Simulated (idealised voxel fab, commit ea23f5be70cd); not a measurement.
Process module in this document: voxel wiring stack
For reference, the cross-section in this document is cut, with width 280 nm and square cells of 5 nm.
Just so we're on the same page, the cross-sections are grids of square cells, and they're listed out in bands top to bottom, each band one or more rows deep.
Band: top height; bottom height; in nm. Then, left to right: material with width in nm, for each material. "edge to edge": a single material spanning edge to edge. "empty": empty space.
Heights are reckoned from 0. Under this level, the received wafer is all of one material. The bottommost band is open-ended downward, for example "from 0 down".
With a width like "30..40", each row of cells in the band differs from the next by the same amount, the top row carrying the first number and the bottom row the second.
You'll sometimes find "nothing was modified" written for a step, and that's the way of saying that nowhere in the cross-section did a cell change during that step.
Reported under the label "Sealed void listing" are the empty spaces having no open way to the top and comprising 8 cells or more; the notation for each is width x height at distance, in which the distance is measured from the left edge and all three values are in nm.
Where a step's line continues beyond its settings, the continuation is a remark by the simulator itself on that step.
If you see "overlay nm" on a step's line and that step has a mask, it's telling you how far right of where it was planned the mask ended up; a negative number means it went left instead.

LIST OF PLANNED PROCESS STEPS
step 1: RECEIVE, material Si
step 2: CONFORMAL_DEP, material SiO2, thk nm 10
step 3: CONFORMAL_DEP, material SiN, thk nm 5
step 4: DIRECTIONAL_DEP, material lowk, thk nm 25
step 5: PATTERN, tone open, mask id METAL_1, material resist, width nm 30, pitch nm 60, thk nm 15, overlay nm 0
step 6: DIRECTIONAL_ETCH, etch materials lowk, depth nm 25
step 7: DIRECTIONAL_ETCH, etch materials SiN, depth nm 5
step 8: STRIP, etch materials resist
step 9: CONFORMAL_DEP, material TiN, thk nm 5
step 10: FILL_DEP, material W, thk nm 5
step 11: CMP, height nm 40
step 12: CONFORMAL_DEP, material SiCN, thk nm 5
step 13: DIRECTIONAL_DEP, material lowk, thk nm 20
step 14: DIRECTIONAL_DEP, material aC, thk nm 15
step 15: PATTERN, tone open, mask id PLUG_1, material resist, width nm 15, pitch nm 120, thk nm 30, overlay nm 0
step 16: DIRECTIONAL_ETCH, etch materials aC, depth nm 15
step 17: STRIP, etch materials resist
step 18: DIRECTIONAL_ETCH, etch materials lowk, depth nm 20
step 19: DIRECTIONAL_ETCH, etch materials SiCN, depth nm 5
step 20: STRIP, etch materials aC
step 21: EPI, material Ru, thk nm 10
step 22: EPI, material Ru, thk nm 10
step 23: EPI, material Ru, thk nm 5
step 24: CONFORMAL_DEP, material SiCN, thk nm 5
step 25: DIRECTIONAL_DEP, material lowk, thk nm 25
step 26: MASKED_ETCH, tone open, mask id METAL_2, width nm 30, pitch nm 60, etch materials lowk, depth nm 25, overlay nm 0
step 27: MASKED_ETCH, tone open, mask id METAL_2, width nm 30, pitch nm 60, etch materials SiCN, depth nm 5, overlay nm 0
step 28: CONFORMAL_DEP, material TiN, thk nm 5
step 29: FILL_DEP, material Cu, thk nm 10
step 30: CMP, height nm 95
step 31: CONFORMAL_DEP, material SiCN, thk nm 5
step 32: DIRECTIONAL_DEP, material SiO2, thk nm 35
step 33: DIRECTIONAL_DEP, material aC, thk nm 10
step 34: PATTERN, tone open, mask id METAL_3, material resist, width nm 30, pitch nm 60, thk nm 30, overlay nm 0
step 35: DIRECTIONAL_ETCH, etch materials aC, depth nm 10
step 36: STRIP, etch materials resist
step 37: DIRECTIONAL_ETCH, etch materials SiO2, depth nm 20
step 38: STRIP, etch materials aC
step 39: PATTERN, tone open, mask id METAL_3_HOLES, material resist, width nm 15, pitch nm 120, thk nm 15, overlay nm 0
step 40: DIRECTIONAL_ETCH, etch materials SiO2, depth nm 15
step 41: DIRECTIONAL_ETCH, etch materials SiCN, depth nm 5
step 42: STRIP, etch materials resist
step 43: CONFORMAL_DEP, material TiN, thk nm 5
step 44: FILL_DEP, material Cu, thk nm 10
step 45: CMP, height nm 135
step 46: CONFORMAL_DEP, material SiN, thk nm 5

WAFER AT RECEIPT (POST STEP 1), CROSS-SECTION
  from 0 down | Si edge to edge
  Sealed void listing: none

CROSS-SECTION, FIRST OF TWO WAFERS, END OF MODULE, RUN AS PLANNED
  from 140 to 135 | SiN edge to edge
  from 135 to 120 | 65 of SiO2 | 5 of TiN | 20 of Cu | 5 of TiN | 30 of SiO2 | 5 of TiN | 20 of Cu | 5 of TiN | 30 of SiO2 | 5 of TiN | 20 of Cu | 5 of TiN | 65 of SiO2
  from 120 to 115 | 65 of SiO2 | 5 of TiN | 5 of Cu | 20 of TiN | 30 of SiO2 | 30 of TiN | 30 of SiO2 | 5 of TiN | 5 of Cu | 20 of TiN | 65 of SiO2
  from 115 to 100 | 65 of SiO2 | 5 of TiN | 5 of Cu | 5 of TiN | 105 of SiO2 | 5 of TiN | 5 of Cu | 5 of TiN | 80 of SiO2
  from 100 to 95 | 65 of SiCN | 15 of TiN | 105 of SiCN | 15 of TiN | 80 of SiCN
  from 95 to 70 | 65 of lowk | 5 of TiN | 20 of Cu | 5 of TiN | 30 of lowk | 5 of TiN | 20 of Cu | 5 of TiN | 30 of lowk | 5 of TiN | 20 of Cu | 5 of TiN | 65 of lowk
  from 70 to 65 | 65 of SiCN | 30 of TiN | 30 of SiCN | 30 of TiN | 30 of SiCN | 30 of TiN | 65 of SiCN
  from 65 to 45 | 65 of lowk | 15 of Ru | 105 of lowk | 15 of Ru | 80 of lowk
  from 45 to 40 | 65 of SiCN | 15 of Ru | 105 of SiCN | 15 of Ru | 80 of SiCN
  from 40 to 15 | 65 of lowk | 5 of TiN | 20 of W | 5 of TiN | 30 of lowk | 5 of TiN | 20 of W | 5 of TiN | 30 of lowk | 5 of TiN | 20 of W | 5 of TiN | 65 of lowk
  from 15 to 10 | 65 of SiN | 30 of TiN | 30 of SiN | 30 of TiN | 30 of SiN | 30 of TiN | 65 of SiN
  from 10 to 0 | SiO2 edge to edge
  from 0 down | Si edge to edge
  Sealed void listing: none

END OF MODULE, SECOND WAFER, CROSS-SECTION. STARTED LIKE THE FIRST, PLANNED LIKE THE FIRST, RUN WITH ONE MISTAKE
  from 140 to 135 | SiN edge to edge
  from 135 to 130 | 65 of SiCN | 15 of TiN | 105 of SiCN | 15 of TiN | 80 of SiCN
  from 130 to 95 | SiO2 edge to edge
  from 95 to 70 | 65 of lowk | 5 of TiN | 20 of Cu | 5 of TiN | 30 of lowk | 5 of TiN | 20 of Cu | 5 of TiN | 30 of lowk | 5 of TiN | 20 of Cu | 5 of TiN | 65 of lowk
  from 70 to 65 | 65 of SiCN | 30 of TiN | 30 of SiCN | 30 of TiN | 30 of SiCN | 30 of TiN | 65 of SiCN
  from 65 to 45 | 65 of lowk | 15 of Ru | 105 of lowk | 15 of Ru | 80 of lowk
  from 45 to 40 | 65 of SiCN | 15 of Ru | 105 of SiCN | 15 of Ru | 80 of SiCN
  from 40 to 15 | 65 of lowk | 5 of TiN | 20 of W | 5 of TiN | 30 of lowk | 5 of TiN | 20 of W | 5 of TiN | 30 of lowk | 5 of TiN | 20 of W | 5 of TiN | 65 of lowk
  from 15 to 10 | 65 of SiN | 30 of TiN | 30 of SiN | 30 of TiN | 30 of SiN | 30 of TiN | 65 of SiN
  from 10 to 0 | SiO2 edge to edge
  from 0 down | Si edge to edge
  Sealed void listing: none
Nonconformance to the process plan: note: step 31 <-> step 32, run order reversed vs plan
The second wafer ends with more or fewer cells of some materials than the first, per final count: Cu -44, SiO2 +90, TiN -46
